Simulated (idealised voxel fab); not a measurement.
Presented below is a process module, voxel capacitor over wiring.
Each square cell in cross-section cut measures 5 nm, and the section as a whole is 275 nm wide.
Cross-section layout: square cells on a grid; listed as bands, top to bottom; a band spans one or more cell rows.
This entry defines a band. It first specifies the height of the band's top and the height of its bottom in nm, and then specifies the band's materials from left to right, stating each material with its width in nm. The word "all across" identifies a single material that fills the band from edge to edge, while the word "air" identifies empty space.
For the purposes of this specification, 0 denotes the height below which the wafer in its as-received condition is composed wholly of one material, and the lowermost band, lacking a lower limit, extends downward without end, as expressed in "z 0 and below".
You'd read "30 to 40" like this: the band's top row of cells is as wide as the first number, its bottom row is as wide as the second, and going down, every row changes width by the same amount as the row before did.
For the purposes of this document, the phrase "no change" attached to a step denotes that no cell within the cross-section was modified by that step.
Look at "Closed empty spaces" for the closed voids: empty spaces with no open path to the top, sized 8 cells or up. Each is width x height at distance, distance from the left edge, all nm.
What comes after the settings on a step's line is commentary from the simulator itself on that step.
When a step includes a mask, the "overlay nm" setting on its line states how far to the right of its planned place that mask lay, and negative values state how far to the left.
**Steps planned for the process**
1: RECEIVE | material Si
2: CONFORMAL_DEP | material SiO2 | thk nm 10
3: DIRECTIONAL_DEP | material TiN | thk nm 5
4: DIRECTIONAL_DEP | material W | thk nm 20
5: PATTERN | tone cover | mask id METAL_1 | material resist | width nm 30 | pitch nm 95 | thk nm 15 | overlay nm 0
6: DIRECTIONAL_ETCH | etch materials W | depth nm 20
7: DIRECTIONAL_ETCH | etch materials TiN | depth nm 5
8: STRIP | etch materials resist
9: FILL_DEP | material lowk | thk nm 10
10: CMP | height nm 35
11: CONFORMAL_DEP | material SiCN | thk nm 5
12: DIRECTIONAL_DEP | material lowk | thk nm 10
13: DIRECTIONAL_DEP | material aC | thk nm 15
14: PATTERN | tone open | mask id PLUG_1 | material resist | width nm 15 | thk nm 35 | overlay nm 0
15: DIRECTIONAL_ETCH | etch materials aC | depth nm 15
16: STRIP | etch materials resist
17: DIRECTIONAL_ETCH | etch materials lowk | depth nm 10
18: DIRECTIONAL_ETCH | etch materials SiCN | depth nm 5
19: STRIP | etch materials aC
20: EPI | material Ru | thk nm 10
21: EPI | material Ru | thk nm 5
22: DIRECTIONAL_DEP | material TiN | thk nm 10
23: DIRECTIONAL_DEP | material SiN | thk nm 5
24: DIRECTIONAL_DEP | material TiN | thk nm 5
25: MASKED_ETCH | tone cover | mask id UPPER_PLATE | width nm 70 | etch materials TiN | depth nm 5 | overlay nm 0
26: MASKED_ETCH | tone cover | mask id UPPER_PLATE | width nm 70 | etch materials SiN | depth nm 5 | overlay nm 0
27: MASKED_ETCH | tone cover | mask id LOWER_PLATE | width nm 80 | etch materials TiN | depth nm 10 | overlay nm 0
28: FILL_DEP | material SiO2 | thk nm 15
29: CMP | height nm 80
30: DIRECTIONAL_DEP | material aC | thk nm 10
31: PATTERN | tone open | mask id PLUG_2 | material resist | width nm 15 | thk nm 25 | overlay nm 0
32: DIRECTIONAL_ETCH | etch materials aC | depth nm 10
33: STRIP | etch materials resist
34: DIRECTIONAL_ETCH | etch materials SiO2 | depth nm 10
35: STRIP | etch materials aC
36: CONFORMAL_DEP | material TiN | thk nm 5
37: FILL_DEP | material Cu | thk nm 10
38: CMP | height nm 80
39: CONFORMAL_DEP | material SiCN | thk nm 5
**Wafer at receipt (post step 1), cross-section**
	z 0 and below  Si all across
	Closed empty spaces: none
**Cross-section at module end, one run error; start and plan unchanged from above**
	z 85 to 80  SiCN all across
	z 80 to 75  90 SiO2 | 25 TiN | 160 SiO2
	z 75 to 70  90 SiO2 | 25 SiN | 160 SiO2
	z 70 to 65  85 SiO2 | 75 TiN | 115 SiO2
	z 65 to 60  85 SiO2 | 30 TiN | 45 SiN | 115 SiO2
	z 60 to 50  80 SiO2 | 35 Ru | 50 TiN | 110 SiO2
	z 50 to 40  90 lowk | 15 Ru | 170 lowk
	z 40 to 35  90 SiCN | 15 Ru | 170 SiCN
	z 35 to 15  75 lowk | 30 W | 65 lowk | 30 W | 75 lowk
	z 15 to 10  75 lowk | 30 TiN | 65 lowk | 30 TiN | 75 lowk
	z 10 to 0  SiO2 all across
	z 0 and below  Si all across
	Closed empty spaces: none
Against the plan, the run slipped here: step 20 from the plan got run twice
